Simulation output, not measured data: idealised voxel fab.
Process module heading - voxel ribs on slabs
The figure presents cross-section cut, which has a width of 295 nm and is divided into square cells with an edge length of 5 nm.
A cross-section in this document is a grid of square cells, and it is written down as bands, the top band listed before the ones below it; a band is made up of one or more rows of cells. It is stipulated that each band's entry specify, in nanometres, the height of the top of the band and then that of its bottom, followed by the materials of the band in left-to-right sequence, each together with its width in nanometres. A single material marked by the word "edge to edge" is understood to fill the band from edge to edge; the word "empty" is understood to denote empty space. Zero point of the height axis is 0; under it, received wafer = one material. Lowest band: continues down indefinitely, "0 and below". The expression "30 to 40" gives the width at the extremes of the band, the first number at its top row of cells and the second at its bottom row, with the width changing by equal amounts from each row to the next in between. "stayed the same" means the step left every cell of the cross-section as it was. This entry, "Unvented cavities", enumerates those empty regions of no fewer than 8 cells that possess no open connection to the top. Each region is reported in the form width x height at distance, the distance being taken from the left edge, with all three quantities expressed in nm. Heads up: the bit after the settings on a step's line is the simulator's remark on that step. A step line may carry the setting "overlay nm", which, for steps involving a mask, states the distance by which the mask lay to the right of its intended position; negative values denote displacement to the left.
**The process steps that were planned are listed below**
1) op RECEIVE | material Si
2) op DIRECTIONAL_DEP | material SiO2 | thk nm 30
3) op DIRECTIONAL_DEP | material SiN | thk nm 15
4) op PATTERN | tone cover | mask id RIB | material resist | width nm 15 | thk nm 20 | overlay nm 0
5) op DIRECTIONAL_ETCH | etch materials SiN | depth nm 10
6) op STRIP | etch materials resist
7) op MASKED_ETCH | tone cover | mask id SLAB | width nm 75 | etch materials SiN | depth nm 5 | overlay nm 0
8) op FILL_DEP | material SiO2 | thk nm 25
9) op CMP | height nm 65
10) op DIRECTIONAL_DEP | material W | thk nm 10
11) op DIRECTIONAL_DEP | material aC | thk nm 15
12) op PATTERN | tone cover | mask id HEATER | material resist | width nm 25 | thk nm 35 | overlay nm 0
13) op DIRECTIONAL_ETCH | etch materials aC | depth nm 15
14) op STRIP | etch materials resist
15) op DIRECTIONAL_ETCH | etch materials W | depth nm 10
16) op STRIP | etch materials aC
17) op CONFORMAL_DEP | material SiO2 | thk nm 5
**Wafer at receipt (post step 1), cross-section**
0 and below: Si edge to edge
Unvented cavities: none
**Result of the module, cross-sectioned: start per above, plan per above, one error in how it was run**
80 down to 75: 130 empty  35 SiO2  130 empty
75 down to 70: 130 empty  5 SiO2  25 W  5 SiO2  130 empty
70 down to 65: 135 SiO2  25 W  135 SiO2
65 down to 60: 110 SiO2  75 SiN  110 SiO2
60 down to 0: SiO2 edge to edge
0 and below: Si edge to edge
Unvented cavities: none
Which mistake was made when the wafer was run? yeah, plan step 2 got run twice
